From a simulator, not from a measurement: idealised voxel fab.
Process module in this document: voxel fin reveal
Cross-section cut spans 245 nm and uses square cells 5 nm in size.
Cross-section, as written here: a square-cell grid given band by band from the top down, where a band holds one or more rows of cells. Read a band's entry like this: the first values are the height of its top and the height of its bottom in nm, and what follows is the sequence of materials from left to right, each with its width in nm. Note that "blank" is empty space, and that a single material marked "full width" reaches across the band from edge to edge. Heights are reckoned from 0. Under this level, the received wafer is all of one material. The bottommost band is open-ended downward, for example "0 nm and below". A width given as "30->40" starts at the first number in the band's top row and ends at the second number in its bottom row, shifting by an equal amount at every step from row to row. "nothing changed" means the step left every cell of the cross-section as it was. Entry "Catalogued sealed voids". Content: empty spaces with no open connection to the top, size 8 cells or greater. Each: width x height at distance. Distance: from left edge. Unit: nm. Where a step's line continues beyond its settings, the continuation is a remark by the simulator itself on that step. overlay nm: mask right of planned place by this much (step with mask). Neg. = left.

Listed below are the process steps as planned
step 1: op RECEIVE | material Si
step 2: op CONFORMAL_DEP | material SiN | thk nm 5
step 3: op PATTERN | tone cover | mask id FINS | material resist | width nm 15 | pitch nm 35 | thk nm 20 | overlay nm 0
step 4: op DIRECTIONAL_ETCH | etch materials SiN | depth nm 5
step 5: op DIRECTIONAL_ETCH | etch materials Si | depth nm 40
step 6: op STRIP | etch materials resist
step 7: op OXIDIZE | depth nm 5
step 8: op FILL_DEP | material SiO2 | thk nm 15
step 9: op CMP | height nm 5
step 10: op SELECTIVE_ETCH | etch materials SiO2 | depth nm 20
step 11: op STRIP | etch materials SiN

Incoming wafer in cross-section (state: after step 1)
- 0 nm and below: Si full width
- Catalogued sealed voids: none

Same starting wafer, same plan as above, one mistake in the execution; this is the cross-section at the end of the module
- 0 nm to -35 nm: blank (85), then Si (5), then blank (30), then Si (5), then blank (30), then Si (5), then blank (85)
- -35 nm to -45 nm: SiO2 (85), then Si (5), then SiO2 (30), then Si (5), then SiO2 (30), then Si (5), then SiO2 (85)
- -45 nm and below: Si full width
- Catalogued sealed voids: none
Processing error: step 10 was run twice
